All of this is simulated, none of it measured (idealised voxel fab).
Herein follows the process module entitled voxel trench capacitor.
For reference, the cross-section in this document is cut, with width 205 nm and square cells of 5 nm.
Notation: cross-section as square-cell grid; stated in bands, top first, going down; one or more cell rows per band.
For a band, the entry starts with two heights in nm, that of the top and then that of the bottom, and carries on with the band's materials in order from left to right, each alongside its width in nm; the word "full width" beside a single material means it fills the band edge to edge, and "air" means empty space.
Measure heights from 0. That's the level where, below it, the as-received wafer is all one material. The lowest band is bottomless and extends downward; write it as in "0 nm and below".
Note: "30 to 40" means the width goes from the first number (top row of the band) to the second number (bottom row) in equal steps per row of cells.
You'll sometimes find "no change" written for a step, and that's the way of saying that nowhere in the cross-section did a cell change during that step.
Reported under the label "Sealed-off cavities" are the empty spaces having no open way to the top and comprising 8 cells or more; the notation for each is width x height at distance, in which the distance is measured from the left edge and all three values are in nm.
Note: text after step settings on the step line = simulator remark on that step.
overlay nm: mask offset rightward from planned place, masked step; negative means leftward offset.
Process steps - plan
1: RECEIVE,material Si
2: CONFORMAL_DEP,material SiN,thk nm 5
3: DIRECTIONAL_DEP,material aC,thk nm 10
4: PATTERN,tone open,mask id TRENCH,material resist,width nm 20,pitch nm 50,thk nm 30,overlay nm 0
5: DIRECTIONAL_ETCH,etch materials aC,depth nm 10
6: STRIP,etch materials resist
7: DIRECTIONAL_ETCH,etch materials SiN,depth nm 5
8: DIRECTIONAL_ETCH,etch materials Si,depth nm 25
9: STRIP,etch materials aC
10: CONFORMAL_DEP,material Al2O3,thk nm 5
11: FILL_DEP,material polySi,thk nm 5
12: CMP,height nm 5
Incoming wafer, cross-sectional view, post step 1
  0 nm and below: Si full width
  Sealed-off cavities: none
The first of two wafers, cross-sectioned at the end of the module, with the run proceeding as planned
  5 nm to 0 nm: 65 SiN, 5 Al2O3, 10 polySi, 5 Al2O3, 30 SiN, 5 Al2O3, 10 polySi, 5 Al2O3, 70 SiN
  0 nm to -20 nm: 65 Si, 5 Al2O3, 10 polySi, 5 Al2O3, 30 Si, 5 Al2O3, 10 polySi, 5 Al2O3, 70 Si
  -20 nm to -25 nm: 65 Si, 20 Al2O3, 30 Si, 20 Al2O3, 70 Si
  -25 nm and below: Si full width
  Sealed-off cavities: none
This cross-section belongs to the second wafer of two at the end of the module; the start and the plan were shared with the first, and the run included one mistake
  5 nm to 0 nm: 65 SiN, 5 Al2O3, 15 polySi, 5 Al2O3, 25 SiN, 5 Al2O3, 15 polySi, 5 Al2O3, 65 SiN
  0 nm to -20 nm: 65 Si, 5 Al2O3, 15 polySi, 5 Al2O3, 25 Si, 5 Al2O3, 15 polySi, 5 Al2O3, 65 Si
  -20 nm to -25 nm: 65 Si, 25 Al2O3, 25 Si, 25 Al2O3, 65 Si
  -25 nm and below: Si full width
  Sealed-off cavities: none
Deviation noted in wafer processing: it should be noted that step 4 was executed with settings other than those planned, the operation and settings actually applied being PATTERN,tone open,mask id TRENCH,material resist,width nm 25,pitch nm 50,thk nm 30,overlay nm 0
Final wafer comparison in cells, second versus first, more or fewer per material: Al2O3 +2, Si -10, SiN -2, polySi +10
